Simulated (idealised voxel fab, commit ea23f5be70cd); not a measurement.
This is a process module. Its name is voxel released beams.
It is cross-section cut that appears here, measuring 295 nm in width, its square cells being 5 nm in size.
Reading order for cross-sections: top band down to bottom band. Underlying form: a grid of square cells. Band size: one or more rows of cells.
Band: top and bottom heights (nm) first, top before bottom; then materials from left to right, widths in nm. "all across" marks a sole material filling the band edge to edge. "empty" denotes empty space.
A quick word on heights: they are counted from 0, and under that level the wafer as it came to us is one material throughout. The lowest band is different from the rest in having no bottom; it simply continues downward, written as in "0 -> down".
A two-number width, for instance "30..40", indicates that the width is equal to the first number in the top row of the band and to the second number in the bottom row, and that it changes by a constant amount per row of cells.
When a step is marked "no alterations made", none of the cells in the cross-section changed during that step.
Listed in "Entrapped voids": every empty space of 8 or more cells without an open way to the top. Form: width x height at distance, the distance being from the left edge, all in nm.
Anything after a step's settings on that line? It's the simulator's own note about the step.
"overlay nm" denotes, for a step that has a mask, the displacement of the mask to the right of its planned place, with negative values corresponding to the left.
**These are the steps we planned for the process**
1. RECEIVE (material Si)
2. CONFORMAL_DEP (material Al2O3; thk nm 5)
3. DIRECTIONAL_DEP (material SiO2; thk nm 20)
4. MASKED_ETCH (tone open; mask id ANCHOR; width nm 35; etch materials SiO2; depth nm 20; overlay nm 0)
5. CONFORMAL_DEP (material SiN; thk nm 10)
6. DIRECTIONAL_DEP (material aC; thk nm 15)
7. PATTERN (tone cover; mask id BEAM; material resist; width nm 100; thk nm 30; overlay nm 0)
8. DIRECTIONAL_ETCH (etch materials aC; depth nm 15)
9. STRIP (etch materials resist)
10. DIRECTIONAL_ETCH (etch materials SiN; depth nm 10)
11. STRIP (etch materials aC)
12. STRIP (etch materials SiO2)
varied across the wafers: width nm of step 7. The plan shows the first wafer's value. All wafers start alike
**First of several wafers (as received, post step 1), cross-sectional view**
> 0 -> down = Si all across
> Entrapped voids: none
**Cross-sectional representation of the first of several wafers at the end of the module, i.e. after its terminal step, step 12**
> 35 -> 25 = empty 95; SiN 10; empty 15; SiN 75; empty 100
> 25 -> 15 = empty 95; SiN 10; empty 15; SiN 10; empty 165
> 15 -> 5 = empty 95; SiN 35; empty 165
> 5 -> 0 = Al2O3 all across
> 0 -> down = Si all across
> Entrapped voids: none
**Cross-section at module completion, last wafer**
> 35 -> 25 = empty 85; SiN 20; empty 15; SiN 90; empty 85
> 25 -> 15 = empty 95; SiN 10; empty 15; SiN 10; empty 165
> 15 -> 5 = empty 95; SiN 35; empty 165
> 5 -> 0 = Al2O3 all across
> 0 -> down = Si all across
> Entrapped voids: none
**The following table contains a row per wafer, in which are reported, at the conclusion of the module, the cells of each material gained (+) or lost (-) since the wafer's receipt, with its closed voids given thereafter**
width nm 100 | +59 Al2O3 | +56 SiN | Entrapped voids: none
width nm 105 | +59 Al2O3 | +58 SiN | Entrapped voids: none
width nm 110 | +59 Al2O3 | +60 SiN | Entrapped voids: none
width nm 115 | +59 Al2O3 | +62 SiN | Entrapped voids: none
width nm 120 | +59 Al2O3 | +64 SiN | Entrapped voids: none
width nm 125 | +59 Al2O3 | +66 SiN | Entrapped voids: none
